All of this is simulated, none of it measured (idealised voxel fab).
Name of the process module below: voxel ribs on slabs
Pictured: cross-section cut, 185 nm wide, on a grid of 5 nm square cells.
The cross-sections in this document take the form of a grid made of square cells. They are written out as bands, in order from top to bottom. Each band consists of one or more rows of cells. Each band's line starts with the height of the band's top and of its bottom, in nm. Then come its materials from left to right, each with its width in nm. One material with "full width" fills the band from edge to edge. "empty" is empty space. It should be noted that heights are counted from 0, beneath which the wafer as supplied is of one material throughout, and that the lowest band possesses no lower boundary but continues downward, as written in "z 0 and below". It should be noted that a width expressed as "30..40" varies in equal increments from row to row of cells within the band, taking the value of the first number at the top row and that of the second number at the bottom row. "remains unaltered" after a step means that no cell of the cross-section changed. Listed in "Voids, enclosed": every empty space of 8 or more cells without an open way to the top. Form: width x height at distance, the distance being from the left edge, all in nm. Heads up: the bit after the settings on a step's line is the simulator's remark on that step. Regarding "overlay nm": on a step with a mask, it is the distance the mask lay to the right of its planned place; a negative value places it to the left.

**The steps planned for the process are as follows**
step 1: RECEIVE: material Si
step 2: DIRECTIONAL_DEP: material SiO2, thk nm 20
step 3: DIRECTIONAL_DEP: material SiN, thk nm 15
step 4: PATTERN: tone cover, mask id RIB, material resist, width nm 15, thk nm 20, overlay nm 0
step 5: DIRECTIONAL_ETCH: etch materials SiN, depth nm 5
step 6: STRIP: etch materials resist
step 7: DIRECTIONAL_DEP: material aC, thk nm 10
step 8: PATTERN: tone cover, mask id SLAB, material resist, width nm 65, thk nm 30, overlay nm 0
step 9: DIRECTIONAL_ETCH: etch materials aC, depth nm 10
step 10: STRIP: etch materials resist
step 11: DIRECTIONAL_ETCH: etch materials SiN, depth nm 10
step 12: STRIP: etch materials aC
step 13: FILL_DEP: material SiO2, thk nm 20
step 14: CMP: height nm 50
step 15: DIRECTIONAL_DEP: material TiN, thk nm 5
step 16: DIRECTIONAL_DEP: material aC, thk nm 15
step 17: PATTERN: tone cover, mask id HEATER, material resist, width nm 25, thk nm 30, overlay nm 0
step 18: DIRECTIONAL_ETCH: etch materials aC, depth nm 15
step 19: STRIP: etch materials resist
step 20: DIRECTIONAL_ETCH: etch materials TiN, depth nm 5
step 21: STRIP: etch materials aC
step 22: CONFORMAL_DEP: material SiO2, thk nm 5

**So, the first of our two wafers, run just as we planned it**

**As-received wafer cross-section (after step 1)**
> z 0 and below: Si full width
> Voids, enclosed: none

**Wafer xsec, post step 2**
> z 20 to 0: SiO2 full width
> Unchanged below 0.

**Wafer xsec, post step 3**
> z 35 to 20: SiN full width
> Unchanged below 20.

**Wafer xsec, post step 4**
> z 55 to 35: 85 of empty, then 15 of resist, then 85 of empty
> Unchanged below 35.

**Wafer xsec, post step 5**
> z 55 to 35: 85 of empty, then 15 of resist, then 85 of empty
> z 35 to 30: 85 of empty, then 15 of SiN, then 85 of empty
> Unchanged below 30.

**Wafer xsec, post step 6**
> z 35 to 30: 85 of empty, then 15 of SiN, then 85 of empty
> Unchanged below 30.

**Wafer xsec, post step 7**
> z 45 to 40: 85 of empty, then 15 of aC, then 85 of empty
> z 40 to 35: aC full width
> z 35 to 30: 85 of aC, then 15 of SiN, then 85 of aC
> Unchanged below 30.

**Wafer xsec, post step 8**
> z 75 to 45: 60 of empty, then 65 of resist, then 60 of empty
> z 45 to 40: 60 of empty, then 25 of resist, then 15 of aC, then 25 of resist, then 60 of empty
> Unchanged below 40.

**Wafer xsec, post step 9**
> z 65 to 45: 60 of empty, then 65 of resist, then 60 of empty
> z 45 to 40: 60 of empty, then 25 of resist, then 15 of aC, then 25 of resist, then 60 of empty
> z 40 to 35: 60 of empty, then 65 of aC, then 60 of empty
> z 35 to 30: 60 of empty, then 25 of aC, then 15 of SiN, then 25 of aC, then 60 of empty
> Unchanged below 30.

**Wafer xsec, post step 10**
> z 45 to 35: 85..60 of empty, then 15..65 of aC, then 85..60 of empty
> Unchanged below 35.

**Wafer xsec, post step 11**
> z 45 to 35: 85..60 of empty, then 15..65 of aC, then 85..60 of empty
> z 35 to 30: 60 of empty, then 25 of aC, then 15 of SiN, then 25 of aC, then 60 of empty
> z 30 to 20: 60 of empty, then 65 of SiN, then 60 of empty
> Unchanged below 20.

**Wafer xsec, post step 12**
> z 35 to 30: 85 of empty, then 15 of SiN, then 85 of empty
> Unchanged below 30.

**Wafer xsec, post step 13**
> z 55 to 35: SiO2 full width
> z 35 to 30: 85 of SiO2, then 15 of SiN, then 85 of SiO2
> z 30 to 20: 60 of SiO2, then 65 of SiN, then 60 of SiO2
> Unchanged below 20.

**Wafer xsec, post step 14**
> z 50 to 35: SiO2 full width
> Unchanged below 35.

**Wafer xsec, post step 15**
> z 55 to 50: TiN full width
> Unchanged below 50.

**Wafer xsec, post step 16**
> z 70 to 55: aC full width
> Unchanged below 55.

**Wafer xsec, post step 17**
> z 100 to 70: 80 of empty, then 25 of resist, then 80 of empty
> Unchanged below 70.

**Wafer xsec, post step 18**
> z 85 to 70: 80 of empty, then 25 of resist, then 80 of empty
> z 70 to 55: 80 of empty, then 25 of aC, then 80 of empty
> Unchanged below 55.

**Wafer xsec, post step 19**
> z 70 to 55: 80 of empty, then 25 of aC, then 80 of empty
> Unchanged below 55.

**Wafer xsec, post step 20**
> z 70 to 55: 80 of empty, then 25 of aC, then 80 of empty
> z 55 to 50: 80 of empty, then 25 of TiN, then 80 of empty
> Unchanged below 50.

**Wafer xsec, post step 21**
> z 55 to 50: 80 of empty, then 25 of TiN, then 80 of empty
> Unchanged below 50.

**Wafer xsec, post step 22**
> z 60 to 55: 75 of empty, then 35 of SiO2, then 75 of empty
> z 55 to 50: 80 of SiO2, then 25 of TiN, then 80 of SiO2
> Unchanged below 50.

**The remaining wafer, second of the two, started like the first and was run to the same plan, except that one mistake was made along the way; the two coincide through step 7, inclusive**

**Cross-section of the second wafer when, according to plan, step 8 should have finished**
> z 75 to 45: 65 of empty, then 55 of resist, then 65 of empty
> z 45 to 40: 65 of empty, then 20 of resist, then 15 of aC, then 20 of resist, then 65 of empty
> Unchanged below 40.

**Cross-section of the second wafer when, according to plan, step 9 should have finished**
> z 65 to 45: 65 of empty, then 55 of resist, then 65 of empty
> z 45 to 40: 65 of empty, then 20 of resist, then 15 of aC, then 20 of resist, then 65 of empty
> z 40 to 35: 65 of empty, then 55 of aC, then 65 of empty
> z 35 to 30: 65 of empty, then 20 of aC, then 15 of SiN, then 20 of aC, then 65 of empty
> Unchanged below 30.

**Cross-section of the second wafer when, according to plan, step 10 should have finished**
> z 45 to 35: 85..65 of empty, then 15..55 of aC, then 85..65 of empty
> Unchanged below 35.

**Cross-section of the second wafer when, according to plan, step 11 should have finished**
> z 45 to 35: 85..65 of empty, then 15..55 of aC, then 85..65 of empty
> z 35 to 30: 65 of empty, then 20 of aC, then 15 of SiN, then 20 of aC, then 65 of empty
> z 30 to 20: 65 of empty, then 55 of SiN, then 65 of empty
> Unchanged below 20.

**Cross-section of the second wafer when, according to plan, step 12 should have finished**
> z 35 to 30: 85 of empty, then 15 of SiN, then 85 of empty
> Unchanged below 30.

**Cross-section of the second wafer when, according to plan, step 13 should have finished**
> z 55 to 35: SiO2 full width
> z 35 to 30: 85 of SiO2, then 15 of SiN, then 85 of SiO2
> z 30 to 20: 65 of SiO2, then 55 of SiN, then 65 of SiO2
> Unchanged below 20.

**Cross-section of the second wafer when, according to plan, step 14 should have finished**
> z 50 to 35: SiO2 full width
> Unchanged below 35.

**Cross-section of the second wafer when, according to plan, step 15 should have finished**
> z 55 to 50: TiN full width
> Unchanged below 50.

**Cross-section of the second wafer when, according to plan, step 16 should have finished**
> z 70 to 55: aC full width
> Unchanged below 55.

**Cross-section of the second wafer when, according to plan, step 17 should have finished**
> z 100 to 70: 80 of empty, then 25 of resist, then 80 of empty
> Unchanged below 70.

**Cross-section of the second wafer when, according to plan, step 18 should have finished**
> z 85 to 70: 80 of empty, then 25 of resist, then 80 of empty
> z 70 to 55: 80 of empty, then 25 of aC, then 80 of empty
> Unchanged below 55.

**Cross-section of the second wafer when, according to plan, step 19 should have finished**
> z 70 to 55: 80 of empty, then 25 of aC, then 80 of empty
> Unchanged below 55.

**Cross-section of the second wafer when, according to plan, step 20 should have finished**
> z 70 to 55: 80 of empty, then 25 of aC, then 80 of empty
> z 55 to 50: 80 of empty, then 25 of TiN, then 80 of empty
> Unchanged below 50.

**Cross-section of the second wafer when, according to plan, step 21 should have finished**
> z 55 to 50: 80 of empty, then 25 of TiN, then 80 of empty
> Unchanged below 50.

**Cross-section of the second wafer when, according to plan, step 22 should have finished**
> z 60 to 55: 75 of empty, then 35 of SiO2, then 75 of empty
> z 55 to 50: 80 of SiO2, then 25 of TiN, then 80 of SiO2
> Unchanged below 50.
Against the plan, the run slipped here: not per plan at step 8, really ran PATTERN: tone cover, mask id SLAB, material resist, width nm 55, thk nm 30, overlay nm 0
End check, counted in cells, second wafer has more or fewer of these materials than the first: 4 fewer of SiN, 4 more of SiO2
